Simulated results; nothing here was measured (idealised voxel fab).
Proc. module: voxel air gaps
Cross-section cut: width 240 nm, square cells of 5 nm.
Square cells in a grid make up a cross-section in this document, and the grid is given as bands, listed from the top down, each one or more rows of cells.
The entry gives the band's vertical extent as a top height and a bottom height in nm, then its horizontal make-up as materials from left to right, each with a width in nm. "blank" stands for empty space; a single material marked "edge to edge" fills the band edge to edge.
Heights are reckoned from 0. Under this level, the received wafer is all of one material. The bottommost band is open-ended downward, for example "0 down".
The two numbers in a width such as "30 to 40" mark its ends across the band: the first belongs to the top row of cells, the second to the bottom row, and from each row to the next the width moves by the same amount.
"no modification" -> step changed no cross-section cell.
Empty spaces counting at least 8 cells and having no open way to the top are listed in "Unvented cavities". The notation width x height at distance is used for each, the distance being from the left edge and all three values in nm.
Note: text after step settings on the step line = simulator remark on that step.
The optional step-line setting "overlay nm" applies to steps with a mask and quantifies how far to the right of its planned location the mask lay, a negative value indicating leftward placement.

**The planned process steps are enumerated hereunder**
1 RECEIVE,material Si
2 CONFORMAL_DEP,material SiO2,thk nm 15
3 CONFORMAL_DEP,material SiCN,thk nm 5
4 DIRECTIONAL_DEP,material lowk,thk nm 30
5 PATTERN,tone open,mask id LINES,material resist,width nm 15,pitch nm 45,thk nm 20,overlay nm 0
6 DIRECTIONAL_ETCH,etch materials lowk,depth nm 30
7 STRIP,etch materials resist
8 CONFORMAL_DEP,material TiN,thk nm 5
9 FILL_DEP,material Cu,thk nm 10
10 CMP,height nm 50
11 EPI,material Ru,thk nm 10
12 SELECTIVE_ETCH,etch materials lowk,depth nm 40
13 CONFORMAL_DEP,material SiCN,thk nm 5

**First of the two wafers, run per plan**

**Wafer at receipt (post step 1), cross-section**
	0 down: Si edge to edge
	Unvented cavities: none

**Step 2 done - wafer cross-section**
	15 to 0: SiO2 edge to edge
	Everything under 0 stays put, no change at all.

**Step 3 done - wafer cross-section**
	20 to 15: SiCN edge to edge
	Everything under 15 stays put, no change at all.

**Step 4 done - wafer cross-section**
	50 to 20: lowk edge to edge
	Everything under 20 stays put, no change at all.

**Step 5 done - wafer cross-section**
	70 to 50: resist: 65  blank: 15  resist: 30  blank: 15  resist: 30  blank: 15  resist: 70
	Everything under 50 stays put, no change at all.

**Step 6 done - wafer cross-section**
	70 to 50: resist: 65  blank: 15  resist: 30  blank: 15  resist: 30  blank: 15  resist: 70
	50 to 20: lowk: 65  blank: 15  lowk: 30  blank: 15  lowk: 30  blank: 15  lowk: 70
	Everything under 20 stays put, no change at all.

**Step 7 done - wafer cross-section**
	50 to 20: lowk: 65  blank: 15  lowk: 30  blank: 15  lowk: 30  blank: 15  lowk: 70
	Everything under 20 stays put, no change at all.

**Step 8 done - wafer cross-section**
	55 to 50: TiN: 70  blank: 5  TiN: 40  blank: 5  TiN: 40  blank: 5  TiN: 75
	50 to 25: lowk: 65  TiN: 5  blank: 5  TiN: 5  lowk: 30  TiN: 5  blank: 5  TiN: 5  lowk: 30  TiN: 5  blank: 5  TiN: 5  lowk: 70
	25 to 20: lowk: 65  TiN: 15  lowk: 30  TiN: 15  lowk: 30  TiN: 15  lowk: 70
	Everything under 20 stays put, no change at all.

**Step 9 done - wafer cross-section**
	65 to 55: Cu edge to edge
	55 to 50: TiN: 70  Cu: 5  TiN: 40  Cu: 5  TiN: 40  Cu: 5  TiN: 75
	50 to 25: lowk: 65  TiN: 5  Cu: 5  TiN: 5  lowk: 30  TiN: 5  Cu: 5  TiN: 5  lowk: 30  TiN: 5  Cu: 5  TiN: 5  lowk: 70
	Everything under 25 stays put, no change at all.

**Step 10 done - wafer cross-section**
	50 to 25: lowk: 65  TiN: 5  Cu: 5  TiN: 5  lowk: 30  TiN: 5  Cu: 5  TiN: 5  lowk: 30  TiN: 5  Cu: 5  TiN: 5  lowk: 70
	Everything under 25 stays put, no change at all.

**Step 11 done - wafer cross-section**
	60 to 50: blank: 55  Ru: 35  blank: 10  Ru: 35  blank: 10  Ru: 35  blank: 60
	Everything under 50 stays put, no change at all.

**Step 12 done - wafer cross-section**
	60 to 50: blank: 55  Ru: 35  blank: 10  Ru: 35  blank: 10  Ru: 35  blank: 60
	50 to 25: blank: 65  TiN: 5  Cu: 5  TiN: 5  blank: 30  TiN: 5  Cu: 5  TiN: 5  blank: 30  TiN: 5  Cu: 5  TiN: 5  blank: 70
	25 to 20: blank: 65  TiN: 15  blank: 30  TiN: 15  blank: 30  TiN: 15  blank: 70
	Everything under 20 stays put, no change at all.

**Step 13 done - wafer cross-section**
	65 to 60: blank: 50  SiCN: 135  blank: 55
	60 to 50: blank: 50  SiCN: 5  Ru: 35  SiCN: 10  Ru: 35  SiCN: 10  Ru: 35  SiCN: 5  blank: 55
	50 to 45: blank: 50  SiCN: 15  TiN: 5  Cu: 5  TiN: 5  SiCN: 30  TiN: 5  Cu: 5  TiN: 5  SiCN: 30  TiN: 5  Cu: 5  TiN: 5  SiCN: 15  blank: 55
	45 to 25: blank: 60  SiCN: 5  TiN: 5  Cu: 5  TiN: 5  SiCN: 5  blank: 20  SiCN: 5  TiN: 5  Cu: 5  TiN: 5  SiCN: 5  blank: 20  SiCN: 5  TiN: 5  Cu: 5  TiN: 5  SiCN: 5  blank: 65
	25 to 20: SiCN: 65  TiN: 15  SiCN: 30  TiN: 15  SiCN: 30  TiN: 15  SiCN: 70
	Everything under 20 stays put, no change at all.
	Unvented cavities: 20 x 20 at 85; 20 x 20 at 130

**What follows concerns the second wafer, which started out like the first and was meant to follow the very same plan; one mistake crept in when it was run, but everything up to and including step 4 is the same as for the first wafer**

**Second wafer cross-section, taken as of the time the plan sets for step 5 to be done**
	70 to 50: blank: 65  resist: 15  blank: 30  resist: 15  blank: 30  resist: 15  blank: 70
	Everything under 50 stays put, no change at all.

**Second wafer cross-section, taken as of the time the plan sets for step 6 to be done**
	70 to 50: blank: 65  resist: 15  blank: 30  resist: 15  blank: 30  resist: 15  blank: 70
	50 to 20: blank: 65  lowk: 15  blank: 30  lowk: 15  blank: 30  lowk: 15  blank: 70
	Everything under 20 stays put, no change at all.

**Second wafer cross-section, taken as of the time the plan sets for step 7 to be done**
	50 to 20: blank: 65  lowk: 15  blank: 30  lowk: 15  blank: 30  lowk: 15  blank: 70
	Everything under 20 stays put, no change at all.

**Second wafer cross-section, taken as of the time the plan sets for step 8 to be done**
	55 to 50: blank: 60  TiN: 25  blank: 20  TiN: 25  blank: 20  TiN: 25  blank: 65
	50 to 25: blank: 60  TiN: 5  lowk: 15  TiN: 5  blank: 20  TiN: 5  lowk: 15  TiN: 5  blank: 20  TiN: 5  lowk: 15  TiN: 5  blank: 65
	25 to 20: TiN: 65  lowk: 15  TiN: 30  lowk: 15  TiN: 30  lowk: 15  TiN: 70
	Everything under 20 stays put, no change at all.

**Second wafer cross-section, taken as of the time the plan sets for step 9 to be done**
	65 to 55: Cu edge to edge
	55 to 50: Cu: 60  TiN: 25  Cu: 20  TiN: 25  Cu: 20  TiN: 25  Cu: 65
	50 to 25: Cu: 60  TiN: 5  lowk: 15  TiN: 5  Cu: 20  TiN: 5  lowk: 15  TiN: 5  Cu: 20  TiN: 5  lowk: 15  TiN: 5  Cu: 65
	Everything under 25 stays put, no change at all.

**Second wafer cross-section, taken as of the time the plan sets for step 10 to be done**
	50 to 25: Cu: 60  TiN: 5  lowk: 15  TiN: 5  Cu: 20  TiN: 5  lowk: 15  TiN: 5  Cu: 20  TiN: 5  lowk: 15  TiN: 5  Cu: 65
	Everything under 25 stays put, no change at all.

**Second wafer cross-section, taken as of the time the plan sets for step 11 to be done**
	60 to 50: Ru edge to edge
	Everything under 50 stays put, no change at all.

Second wafer cross-section, taken as of the time the plan sets for step 12 to be done: no modification

**Second wafer cross-section, taken as of the time the plan sets for step 13 to be done**
	65 to 60: SiCN edge to edge
	Everything under 60 stays put, no change at all.
Where did the run depart from the plan? step 5 ran with different settings than intended, the actual operation and settings being PATTERN,tone cover,mask id LINES,material resist,width nm 15,pitch nm 45,thk nm 20,overlay nm 0
Heads up, by the end the second wafer has more or fewer cells of some materials compared to the first: +150 Cu, +54 Ru, -72 SiCN, +30 TiN, +54 lowk
closed voids at the end (first wafer, second wafer): 2, 0
